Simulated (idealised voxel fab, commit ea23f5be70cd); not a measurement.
You're looking at the process module voxel local oxidation.
This is section cut - it's 185 nm across, gridded in 5 nm square cells.
A cross-section in this document is a grid of square cells, and it is written down as bands, the top band listed before the ones below it; a band is made up of one or more rows of cells. For a band, the entry starts with two heights in nm, that of the top and then that of the bottom, and carries on with the band's materials in order from left to right, each alongside its width in nm; the word "everywhere" beside a single material means it fills the band edge to edge, and "air" means empty space. Heads up on the height convention: 0 is the point under which the incoming wafer is all one material, and the lowest band has no bottom, it just keeps going down, like "z 0 and below". The expression "30..40" gives the width at the extremes of the band, the first number at its top row of cells and the second at its bottom row, with the width changing by equal amounts from each row to the next in between. Basically "remains unaltered" means that step didn't change any cell in the cross-section. Empty spaces without an open route to the top, at least 8 cells in extent, make up the entry "Closed-off voids"; each is given as width x height at distance, where the distance is measured from the left edge, and all are in nm. The remark found on a step's line after its settings is issued by the simulator itself and pertains to that step. You can add "overlay nm" to a step's line. For a step with a mask, it describes how far the mask lay to the right of its planned position, and a negative number describes a lay to the left.

# These are the steps we planned for the process
1. RECEIVE [material Si]
2. OXIDIZE [depth nm 5]
3. CONFORMAL_DEP [material SiN] [thk nm 15]
4. PATTERN [tone cover] [mask id ACTIVE] [material resist] [width nm 105] [thk nm 20] [overlay nm 0]
5. DIRECTIONAL_ETCH [etch materials SiN] [depth nm 15]
6. STRIP [etch materials resist]
7. SELECTIVE_ETCH [etch materials SiO2] [depth nm 5]
8. OXIDIZE [depth nm 10]
9. STRIP [etch materials SiN]

# Here's what the wafer looked like in cross-section when it arrived - that's after step 1
z 0 and below = Si everywhere
Closed-off voids: none

# Final wafer profile in cross-section after the module, from the same start and plan as above, with one mistake made during processing
z 0 to -5 = air 45 | SiO2 100 | air 40
z -5 to -15 = SiO2 55 | Si 80 | SiO2 50
z -15 and below = Si everywhere
Closed-off voids: none
Where did the run depart from the plan? so step 4 ended up running with a different setting than we planned, it ran as PATTERN [tone cover] [mask id ACTIVE] [material resist] [width nm 110] [thk nm 20] [overlay nm 0]
